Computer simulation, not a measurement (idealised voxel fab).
The document below concerns the process module designated voxel spacer lines.
The figure presents cross-section cut, which has a width of 150 nm and is divided into square cells with an edge length of 5 nm.
If you're reading a cross-section in this doc, picture square cells in a grid; it comes to you as bands, top ones listed first down to the bottom, and a band can be one or more rows of cells.
Each band's line starts with the height of the band's top and of its bottom, in nm. Then come its materials from left to right, each with its width in nm. One material with "throughout" fills the band from edge to edge. "blank" is empty space.
Where do heights start? At 0: under that level the wafer as delivered is made of one material only. And the lowest band has no floor; it just carries on downward, as in "0 nm and below".
It should be noted that a width expressed as "30->40" varies in equal increments from row to row of cells within the band, taking the value of the first number at the top row and that of the second number at the bottom row.
Where a step carries "no alterations made", the cross-section came out of it unchanged, cell for cell.
Basically, "Closed cavity list" tells you about the enclosed voids: empty spaces with no open way to the top, 8 cells or bigger, each written width x height at distance, where distance is from the left edge, all in nm.
On a step's line, text after the settings is the simulator commenting on that step.
overlay nm: where the mask lay relative to plan, measured to the right, on steps with a mask; negatives go left.

Steps in the process plan:
- 1: RECEIVE: material Si
- 2: CONFORMAL_DEP: material Al2O3, thk nm 10
- 3: DIRECTIONAL_DEP: material TiN, thk nm 15
- 4: DIRECTIONAL_DEP: material polySi, thk nm 30
- 5: PATTERN: tone cover, mask id MANDREL, material resist, width nm 20, pitch nm 60, thk nm 40, overlay nm 0
- 6: DIRECTIONAL_ETCH: etch materials polySi, depth nm 30
- 7: STRIP: etch materials resist
- 8: CONFORMAL_DEP: material SiN, thk nm 10
- 9: DIRECTIONAL_ETCH: etch materials SiN, depth nm 10
- 10: STRIP: etch materials polySi
- 11: DIRECTIONAL_ETCH: etch materials TiN, depth nm 15
- 12: STRIP: etch materials SiN
- 13: FILL_DEP: material lowk, thk nm 10
- 14: CMP: height nm 25

This is the cross-section of the wafer as we received it, i.e. after step 1:
	0 nm and below = Si throughout
	Closed cavity list: none

Run as planned - first of the two wafers cross-sectioned at the end of the module:
	25 nm to 10 nm = lowk=25  TiN=10  lowk=20  TiN=10  lowk=20  TiN=10  lowk=20  TiN=10  lowk=25
	10 nm to 0 nm = Al2O3 throughout
	0 nm and below = Si throughout
	Closed cavity list: none

Module end: cross-section of wafer two of two. Same start and process plan as the first wafer. One mistake during execution:
	25 nm to 10 nm = Al2O3=25  TiN=10  Al2O3=20  TiN=10  Al2O3=20  TiN=10  Al2O3=20  TiN=10  Al2O3=25
	10 nm to 0 nm = Al2O3 throughout
	0 nm and below = Si throughout
	Closed cavity list: none
Which mistake was made when the wafer was run? for step 13, the planned setting was not used; the step was instead run as FILL_DEP: material Al2O3, thk nm 10
Wrapping up, a cell-based count of both wafers puts the second over or under the first for these materials: Al2O3: 66 more, lowk: 66 fewer
